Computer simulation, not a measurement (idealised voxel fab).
The process module that follows is named voxel gate over fins.
Pictured: cross-section cut, 215 nm wide, on a grid of 5 nm square cells.
Heads up, the way a cross-section reads in here is a grid of square cells, handed over as bands from the top down, with every band being one or more rows of cells. Heights first: top, then bottom, in nm. Then materials, left to right, each with a width in nm. "all across" on a single material: fills the band edge to edge. "blank": empty space. Zero point of the height axis is 0; under it, received wafer = one material. Lowest band: continues down indefinitely, "0 down". Width "30 to 40": first value at the band's top row of cells, second value at its bottom row, equal change from row to row. It should be understood that the words "nothing different", when stated for a given step, signify that the cross-section underwent no change in any of its cells during that step. The entry "Fully sealed cavities" lists the empty spaces that cover at least 8 cells and have no open path to the top. Each is written as width x height at distance, where the distance is measured from the left edge and all three values are in nm. Past the settings on a step's line: simulator remark, on that step. Regarding "overlay nm": on a step with a mask, it is the distance the mask lay to the right of its planned place; a negative value places it to the left.

### So here's the lineup of process steps we planned
1: RECEIVE, material Si
2: CONFORMAL_DEP, material SiN, thk nm 5
3: MASKED_ETCH, tone cover, mask id FINS, width nm 15, pitch nm 60, etch materials SiN, depth nm 5, overlay nm 0
4: MASKED_ETCH, tone cover, mask id FINS, width nm 15, pitch nm 60, etch materials Si, depth nm 30, overlay nm 0
5: FILL_DEP, material SiO2, thk nm 5
6: CMP, height nm 5
7: MASKED_ETCH, tone open, mask id RAIL, width nm 15, etch materials SiO2, depth nm 30, overlay nm 0
8: CONFORMAL_DEP, material TiN, thk nm 5
9: FILL_DEP, material W, thk nm 5
10: CMP, height nm 5
11: SELECTIVE_ETCH, etch materials W Ru TiN, depth nm 25
12: FILL_DEP, material SiO2, thk nm 5
13: CMP, height nm 5
14: SELECTIVE_ETCH, etch materials SiO2, depth nm 15
15: STRIP, etch materials SiN
16: CONFORMAL_DEP, material HfO2, thk nm 5
17: CONFORMAL_DEP, material TiN, thk nm 5
18: CONFORMAL_DEP, material TiAl, thk nm 5
19: CONFORMAL_DEP, material TiN, thk nm 5
20: FILL_DEP, material W, thk nm 10
21: CMP, height nm 25
22: CONFORMAL_DEP, material SiN, thk nm 5

### The cross-section here shows the wafer as received, i.e. in its state after step 1
	0 down | Si all across
	Fully sealed cavities: none

### Module complete - cross-section of the first of two wafers, run according to plan
	30 to 25 | SiN all across
	25 to 20 | W all across
	20 to 15 | 50 of W, then 55 of TiN, then 5 of W, then 55 of TiN, then 50 of W
	15 to 10 | 50 of W, then 5 of TiN, then 45 of TiAl, then 5 of TiN, then 5 of W, then 5 of TiN, then 45 of TiAl, then 5 of TiN, then 50 of W
	10 to 5 | 55 of TiN, then 5 of TiAl, then 35 of TiN, then 5 of TiAl, then 15 of TiN, then 5 of TiAl, then 35 of TiN, then 5 of TiAl, then 55 of TiN
	5 to 0 | 60 of TiAl, then 5 of TiN, then 25 of HfO2, then 5 of TiN, then 25 of TiAl, then 5 of TiN, then 25 of HfO2, then 5 of TiN, then 60 of TiAl
	0 to -5 | 65 of TiN, then 5 of HfO2, then 15 of Si, then 5 of HfO2, then 35 of TiN, then 5 of HfO2, then 15 of Si, then 5 of HfO2, then 65 of TiN
	-5 to -10 | 70 of HfO2, then 15 of Si, then 45 of HfO2, then 15 of Si, then 70 of HfO2
	-10 to -20 | 70 of SiO2, then 15 of Si, then 45 of SiO2, then 15 of Si, then 70 of SiO2
	-20 to -25 | 70 of SiO2, then 15 of Si, then 15 of SiO2, then 15 of TiN, then 15 of SiO2, then 15 of Si, then 70 of SiO2
	-25 to -30 | 70 of SiO2, then 15 of Si, then 45 of SiO2, then 15 of Si, then 70 of SiO2
	-30 down | Si all across
	Fully sealed cavities: none

### Here is the second of the two wafers cut open at the end of the module - same start, same plan as the first one, but we made one mistake running it
	30 to 25 | SiN all across
	25 to 20 | W all across
	20 to 15 | 50 of W, then 55 of TiAl, then 5 of W, then 55 of TiAl, then 50 of W
	15 to 10 | 50 of W, then 5 of TiAl, then 45 of TiN, then 5 of TiAl, then 5 of W, then 5 of TiAl, then 45 of TiN, then 5 of TiAl, then 50 of W
	10 to 5 | 55 of TiAl, then 45 of TiN, then 15 of TiAl, then 45 of TiN, then 55 of TiAl
	5 to 0 | 65 of TiN, then 25 of HfO2, then 35 of TiN, then 25 of HfO2, then 65 of TiN
	0 to -5 | 65 of TiN, then 5 of HfO2, then 15 of Si, then 5 of HfO2, then 35 of TiN, then 5 of HfO2, then 15 of Si, then 5 of HfO2, then 65 of TiN
	-5 to -10 | 70 of HfO2, then 15 of Si, then 45 of HfO2, then 15 of Si, then 70 of HfO2
	-10 to -20 | 70 of SiO2, then 15 of Si, then 45 of SiO2, then 15 of Si, then 70 of SiO2
	-20 to -25 | 70 of SiO2, then 15 of Si, then 15 of SiO2, then 15 of TiN, then 15 of SiO2, then 15 of Si, then 70 of SiO2
	-25 to -30 | 70 of SiO2, then 15 of Si, then 45 of SiO2, then 15 of Si, then 70 of SiO2
	-30 down | Si all across
	Fully sealed cavities: none
So what did we get wrong on this run? a sequencing error occurred in which plan steps 18 and 19 were transposed
So at the finish, the second wafer's got exactly as many cells of each material as the first, just not in the same spots.
